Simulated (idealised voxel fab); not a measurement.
Process module under the name voxel lift off
Each square cell in cross-section cut measures 5 nm, and the section as a whole is 290 nm wide.
If you're reading a cross-section in this doc, picture square cells in a grid; it comes to you as bands, top ones listed first down to the bottom, and a band can be one or more rows of cells.
Look at the band entry: it leads with the top's height and the bottom's height in nm. Then it lists the materials left to right, with a width in nm for each. The word "full width" on a single material says that material fills the band edge to edge. The word "blank" is empty space.
Heights are measured from 0, the level below which the as-received wafer is all one material; the lowest band has no bottom and continues downward, written as in "from 0 down".
Quick explanation for "30->40": the width changes in equal steps down the rows of cells, from the first number in the band's top row to the second number in its bottom row.
"no change" for a step: no cell of the cross-section changed in that step.
Closed-off voids of 8+ cells (no open route to the top) go in "Entrapped void list", written width x height at distance from the left edge, in nm.
Formally, on a step line, whatever follows the settings is a remark that the simulator itself makes on the step.
Steps that use a mask can have "overlay nm" on their line. It says how far the mask sat to the right of where it was meant to be. Negative means to the left.
This section lists the process steps that were planned:
step 1: RECEIVE, material Si
step 2: CONFORMAL_DEP, material SiO2, thk nm 10
step 3: PATTERN, tone open, mask id LINES, material resist, width nm 20, pitch nm 35, thk nm 20, overlay nm 0
step 4: DIRECTIONAL_DEP, material Ru, thk nm 10
step 5: STRIP, etch materials resist
step 6: CONFORMAL_DEP, material SiCN, thk nm 5
Wafer at receipt (post step 1), cross-section:
	from 0 down = Si full width
	Entrapped void list: none
Cross-section, first of two wafers, end of module, run as planned:
	from 25 to 20 = blank 75 nm  SiCN 30 nm  blank 5 nm  SiCN 30 nm  blank 5 nm  SiCN 30 nm  blank 5 nm  SiCN 30 nm  blank 80 nm
	from 20 to 15 = blank 75 nm  SiCN 5 nm  Ru 20 nm  SiCN 5 nm  blank 5 nm  SiCN 5 nm  Ru 20 nm  SiCN 5 nm  blank 5 nm  SiCN 5 nm  Ru 20 nm  SiCN 5 nm  blank 5 nm  SiCN 5 nm  Ru 20 nm  SiCN 5 nm  blank 80 nm
	from 15 to 10 = SiCN 80 nm  Ru 20 nm  SiCN 15 nm  Ru 20 nm  SiCN 15 nm  Ru 20 nm  SiCN 15 nm  Ru 20 nm  SiCN 85 nm
	from 10 to 0 = SiO2 full width
	from 0 down = Si full width
	Entrapped void list: none
This is the second of the two wafers, cross-sectioned at the end of the module; it started exactly like the first and was given the same plan, but it was run with one mistake:
	from 25 to 20 = blank 65 nm  SiCN 30 nm  blank 5 nm  SiCN 30 nm  blank 5 nm  SiCN 30 nm  blank 5 nm  SiCN 30 nm  blank 90 nm
	from 20 to 15 = blank 65 nm  SiCN 5 nm  Ru 20 nm  SiCN 5 nm  blank 5 nm  SiCN 5 nm  Ru 20 nm  SiCN 5 nm  blank 5 nm  SiCN 5 nm  Ru 20 nm  SiCN 5 nm  blank 5 nm  SiCN 5 nm  Ru 20 nm  SiCN 5 nm  blank 90 nm
	from 15 to 10 = SiCN 70 nm  Ru 20 nm  SiCN 15 nm  Ru 20 nm  SiCN 15 nm  Ru 20 nm  SiCN 15 nm  Ru 20 nm  SiCN 95 nm
	from 10 to 0 = SiO2 full width
	from 0 down = Si full width
	Entrapped void list: none
What went wrong in running the wafer? step 3 was not run as planned; what actually ran was PATTERN, tone open, mask id LINES, material resist, width nm 20, pitch nm 35, thk nm 20, overlay nm -10
At the close, every material occupies the same number of cells on the second wafer as on the first, only in different positions.
